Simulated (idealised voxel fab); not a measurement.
You're looking at the process module voxel trench capacitor.
Square cell edge 5 nm, section width 290 nm, ID cut.
Cross-section spec: square-cell grid; bands listed top down; each band is one or more rows. It is stipulated that each band's entry specify, in nanometres, the height of the top of the band and then that of its bottom, followed by the materials of the band in left-to-right sequence, each together with its width in nanometres. A single material marked by the word "full width" is understood to fill the band from edge to edge; the word "blank" is understood to denote empty space. Measure heights from 0. That's the level where, below it, the as-received wafer is all one material. The lowest band is bottomless and extends downward; write it as in "z 0 and below". Note: "30..40" means the width goes from the first number (top row of the band) to the second number (bottom row) in equal steps per row of cells. Step note "no change occurred" = no cross-section cell changed. Heads up: "Cavities, sealed" only lists the empty pockets with no open path to the top that are 8 cells or more, and it writes them as width x height at distance, distance from the left edge, in nm. Formally, on a step line, whatever follows the settings is a remark that the simulator itself makes on the step. Each step line may optionally specify "overlay nm", which for a step with a mask gives the rightward distance between the mask's planned place and where it lay, a negative value indicating the leftward direction.

List of planned process steps:
1) RECEIVE,material Si
2) CONFORMAL_DEP,material SiN,thk nm 10
3) PATTERN,tone open,mask id TRENCH,material resist,width nm 15,pitch nm 35,thk nm 15,overlay nm 0
4) DIRECTIONAL_ETCH,etch materials SiN,depth nm 10
5) DIRECTIONAL_ETCH,etch materials Si,depth nm 25
6) STRIP,etch materials resist
7) CONFORMAL_DEP,material Al2O3,thk nm 5
8) FILL_DEP,material polySi,thk nm 10
9) CMP,height nm 10

Delivered wafer in cross-section: state after step 1:
  z 0 and below = Si full width
  Cavities, sealed: none

Module complete, cross-section. Starting point and plan per above. One mistake made in running the module:
  z 10 to 0 = SiN: 100, then Al2O3: 5, then polySi: 10, then Al2O3: 5, then SiN: 15, then Al2O3: 5, then polySi: 10, then Al2O3: 5, then SiN: 15, then Al2O3: 5, then polySi: 10, then Al2O3: 5, then SiN: 100
  z 0 to -20 = Si: 100, then Al2O3: 5, then polySi: 10, then Al2O3: 5, then Si: 15, then Al2O3: 5, then polySi: 10, then Al2O3: 5, then Si: 15, then Al2O3: 5, then polySi: 10, then Al2O3: 5, then Si: 100
  z -20 to -25 = Si: 100, then Al2O3: 20, then Si: 15, then Al2O3: 20, then Si: 15, then Al2O3: 20, then Si: 100
  z -25 and below = Si full width
  Cavities, sealed: none
It is concluded that the wafer was processed incorrectly with respect to the plan, in that step 3 ran with different settings than intended, the actual operation and settings being PATTERN,tone open,mask id TRENCH,material resist,width nm 20,pitch nm 35,thk nm 15,overlay nm 0
